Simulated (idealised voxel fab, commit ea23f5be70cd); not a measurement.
Process module under the name voxel wiring stack
Each square cell in cross-section cut measures 5 nm, and the section as a whole is 215 nm wide.
For the purposes of this document, a cross-section shall be understood as a grid of square cells, specified as bands listed in top-to-bottom order, each band consisting of one or more rows of cells. Each band's line starts with the height of the band's top and of its bottom, in nm. Then come its materials from left to right, each with its width in nm. One material with "throughout" fills the band from edge to edge. "air" is empty space. Counting heights begins at 0, where everything beneath is, in the wafer as received, one material. The lowest band has no bottom; it goes on downwards, as "z 0 and below" shows. Width: "30 to 40" (first number = top row, second number = bottom row, same change from row to row of cells). A step reported as "nothing altered" is a step in which no cell of the cross-section changed. This entry, "Closed void list", enumerates those empty regions of no fewer than 8 cells that possess no open connection to the top. Each region is reported in the form width x height at distance, the distance being taken from the left edge, with all three quantities expressed in nm. On a step's line, text after the settings is the simulator commenting on that step. If you see "overlay nm" on a step's line and that step has a mask, it's telling you how far right of where it was planned the mask ended up; a negative number means it went left instead.
# Process steps (planned)
1: RECEIVE (material Si)
2: CONFORMAL_DEP (material SiO2; thk nm 15)
3: DIRECTIONAL_DEP (material TiN; thk nm 5)
4: DIRECTIONAL_DEP (material W; thk nm 25)
5: PATTERN (tone cover; mask id METAL_1; material resist; width nm 25; pitch nm 40; thk nm 15; overlay nm 0)
6: DIRECTIONAL_ETCH (etch materials W; depth nm 25)
7: DIRECTIONAL_ETCH (etch materials TiN; depth nm 5)
8: STRIP (etch materials resist)
9: FILL_DEP (material lowk; thk nm 10)
10: CMP (height nm 45)
11: CONFORMAL_DEP (material SiCN; thk nm 5)
12: DIRECTIONAL_DEP (material SiO2; thk nm 30)
13: DIRECTIONAL_DEP (material aC; thk nm 10)
14: PATTERN (tone open; mask id METAL_2; material resist; width nm 25; pitch nm 40; thk nm 25; overlay nm 0)
15: DIRECTIONAL_ETCH (etch materials aC; depth nm 10)
16: STRIP (etch materials resist)
17: DIRECTIONAL_ETCH (etch materials SiO2; depth nm 15)
18: STRIP (etch materials aC)
19: MASKED_ETCH (tone open; mask id METAL_2_HOLES; width nm 15; pitch nm 40; etch materials SiO2; depth nm 15; overlay nm 0)
20: MASKED_ETCH (tone open; mask id METAL_2_HOLES; width nm 15; pitch nm 40; etch materials SiCN; depth nm 5; overlay nm 0)
21: CONFORMAL_DEP (material TiN; thk nm 5)
22: FILL_DEP (material Cu; thk nm 10)
23: CMP (height nm 80)
24: CONFORMAL_DEP (material SiN; thk nm 5)
# As-received wafer cross-section (after step 1)
> z 0 and below: Si throughout
> Closed void list: none
# The first of the two wafers as seen in cross-section once the module was finished; processing followed the plan
> z 85 to 80: SiN throughout
> z 80 to 70: SiO2=35, then TiN=5, then Cu=15, then TiN=5, then SiO2=15, then TiN=5, then Cu=15, then TiN=5, then SiO2=15, then TiN=5, then Cu=15, then TiN=5, then SiO2=15, then TiN=5, then Cu=15, then TiN=5, then SiO2=35
> z 70 to 65: SiO2=35, then TiN=5, then Cu=5, then TiN=15, then SiO2=15, then TiN=5, then Cu=5, then TiN=15, then SiO2=15, then TiN=5, then Cu=5, then TiN=15, then SiO2=15, then TiN=5, then Cu=5, then TiN=15, then SiO2=35
> z 65 to 50: SiO2=35, then TiN=5, then Cu=5, then TiN=5, then SiO2=25, then TiN=5, then Cu=5, then TiN=5, then SiO2=25, then TiN=5, then Cu=5, then TiN=5, then SiO2=25, then TiN=5, then Cu=5, then TiN=5, then SiO2=45
> z 50 to 45: SiCN=35, then TiN=15, then SiCN=25, then TiN=15, then SiCN=25, then TiN=15, then SiCN=25, then TiN=15, then SiCN=45
> z 45 to 20: lowk=35, then W=25, then lowk=15, then W=25, then lowk=15, then W=25, then lowk=15, then W=25, then lowk=35
> z 20 to 15: lowk=35, then TiN=25, then lowk=15, then TiN=25, then lowk=15, then TiN=25, then lowk=15, then TiN=25, then lowk=35
> z 15 to 0: SiO2 throughout
> z 0 and below: Si throughout
> Closed void list: none
# Presented here is a cross-section of the second of the two wafers as it stood at the end of the module. It was started in the same manner and assigned the same plan as the first wafer; however, one mistake was made in its execution
> z 85 to 80: SiN throughout
> z 80 to 70: SiO2=35, then TiN=5, then Cu=15, then TiN=5, then SiO2=15, then TiN=5, then Cu=15, then TiN=5, then SiO2=15, then TiN=5, then Cu=15, then TiN=5, then SiO2=15, then TiN=5, then Cu=15, then TiN=5, then SiO2=35
> z 70 to 65: SiO2=35, then TiN=5, then Cu=10, then TiN=10, then SiO2=15, then TiN=5, then Cu=10, then TiN=10, then SiO2=15, then TiN=5, then Cu=10, then TiN=10, then SiO2=15, then TiN=5, then Cu=10, then TiN=10, then SiO2=35
> z 65 to 55: SiO2=35, then TiN=5, then Cu=10, then TiN=5, then SiO2=20, then TiN=5, then Cu=10, then TiN=5, then SiO2=20, then TiN=5, then Cu=10, then TiN=5, then SiO2=20, then TiN=5, then Cu=10, then TiN=5, then SiO2=40
> z 55 to 50: SiO2=35, then TiN=5, then Cu=5, then TiN=10, then SiO2=20, then TiN=5, then Cu=5, then TiN=10, then SiO2=20, then TiN=5, then Cu=5, then TiN=10, then SiO2=20, then TiN=5, then Cu=5, then TiN=10, then SiO2=40
> z 50 to 45: SiCN=35, then TiN=15, then SiCN=25, then TiN=15, then SiCN=25, then TiN=15, then SiCN=25, then TiN=15, then SiCN=45
> z 45 to 20: lowk=35, then W=25, then lowk=15, then W=25, then lowk=15, then W=25, then lowk=15, then W=25, then lowk=35
> z 20 to 15: lowk=35, then TiN=25, then lowk=15, then TiN=25, then lowk=15, then TiN=25, then lowk=15, then TiN=25, then lowk=35
> z 15 to 0: SiO2 throughout
> z 0 and below: Si throughout
> Closed void list: none
So what did we get wrong on this run? step 19 was processed under conditions differing from the plan, specifically as MASKED_ETCH (tone open; mask id METAL_2_HOLES; width nm 20; pitch nm 40; etch materials SiO2; depth nm 15; overlay nm 0)
In the final state, the cell counts of the second wafer exceed or fall short of those of the first for the following materials: 12 more of Cu | 12 fewer of SiO2
